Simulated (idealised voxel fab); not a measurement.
Process module name: voxel ribs on slabs
260 nm wide, 5 nm square cells: that's cross-section cut.
Cross-section spec: square-cell grid; bands listed top down; each band is one or more rows.
Band: top and bottom heights (nm) first, top before bottom; then materials from left to right, widths in nm. "everywhere" marks a sole material filling the band edge to edge. "air" denotes empty space.
Counting heights begins at 0, where everything beneath is, in the wafer as received, one material. The lowest band has no bottom; it goes on downwards, as "0 down" shows.
The notation "30 to 40" denotes a width that varies across the rows of cells in the band, beginning at the first number in the top row, finishing at the second number in the bottom row, and changing by an identical amount from each row to the next.
When a step is marked "nothing was modified", none of the cells in the cross-section changed during that step.
Entry "Unvented voids" = empty spaces >= 8 cells with no open way to the top; each as width x height at distance, distance from left edge, all nm.
Post-settings text on a step line: simulator's own remark regarding the step.
"overlay nm", when on a step's line for a step with a mask, measures how far to the right of its planned place the mask lay; a negative measure means to the left.
SO HERE'S THE LINEUP OF PROCESS STEPS WE PLANNED
1: RECEIVE,material Si
2: DIRECTIONAL_DEP,material SiO2,thk nm 25
3: DIRECTIONAL_DEP,material SiN,thk nm 20
4: MASKED_ETCH,tone cover,mask id RIB,width nm 30,etch materials SiN,depth nm 5,overlay nm 0
5: DIRECTIONAL_DEP,material aC,thk nm 10
6: PATTERN,tone cover,mask id SLAB,material resist,width nm 80,thk nm 25,overlay nm 0
7: DIRECTIONAL_ETCH,etch materials aC,depth nm 10
8: STRIP,etch materials resist
9: DIRECTIONAL_ETCH,etch materials SiN,depth nm 15
10: STRIP,etch materials aC
11: FILL_DEP,material SiO2,thk nm 20
12: CMP,height nm 55
13: DIRECTIONAL_DEP,material W,thk nm 10
14: MASKED_ETCH,tone cover,mask id HEATER,width nm 40,etch materials W,depth nm 10,overlay nm 0
15: CONFORMAL_DEP,material SiN,thk nm 5
WAFER AS RECEIVED: CROSS-SECTION FOLLOWING STEP 1
	0 down | Si everywhere
	Unvented voids: none
FIRST OF TWO WAFERS: CROSS-SECTION AT END OF MODULE, RUN PER PLAN
	70 to 65 | 105 nm air / 50 nm SiN / 105 nm air
	65 to 60 | 105 nm air / 5 nm SiN / 40 nm W / 5 nm SiN / 105 nm air
	60 to 55 | 110 nm SiN / 40 nm W / 110 nm SiN
	55 to 45 | SiO2 everywhere
	45 to 40 | 115 nm SiO2 / 30 nm SiN / 115 nm SiO2
	40 to 25 | 90 nm SiO2 / 80 nm SiN / 90 nm SiO2
	25 to 0 | SiO2 everywhere
	0 down | Si everywhere
	Unvented voids: none
NOW THE SECOND WAFER, CROSS-SECTIONED AT THE END OF THE MODULE. NOTHING DIFFERENT AT THE START, NOTHING DIFFERENT IN THE PLAN COMPARED WITH THE FIRST, JUST ONE MISTAKE WHEN IT WAS ACTUALLY RUN
	70 to 65 | 105 nm air / 50 nm SiN / 105 nm air
	65 to 60 | 105 nm air / 5 nm SiN / 40 nm W / 5 nm SiN / 105 nm air
	60 to 55 | 110 nm SiN / 40 nm W / 110 nm SiN
	55 to 45 | SiO2 everywhere
	45 to 40 | 115 nm SiO2 / 30 nm SiN / 115 nm SiO2
	40 to 30 | 90 nm SiO2 / 80 nm SiN / 90 nm SiO2
	30 to 25 | SiN everywhere
	25 to 0 | SiO2 everywhere
	0 down | Si everywhere
	Unvented voids: none
The plan and the run diverged here: for step 9, the planned setting was not used; the step was instead run as DIRECTIONAL_ETCH,etch materials SiN,depth nm 10
Upon completion, the second wafer contains, in terms of cells, a greater or smaller amount of certain materials than the first wafer: SiN +36; SiO2 -36
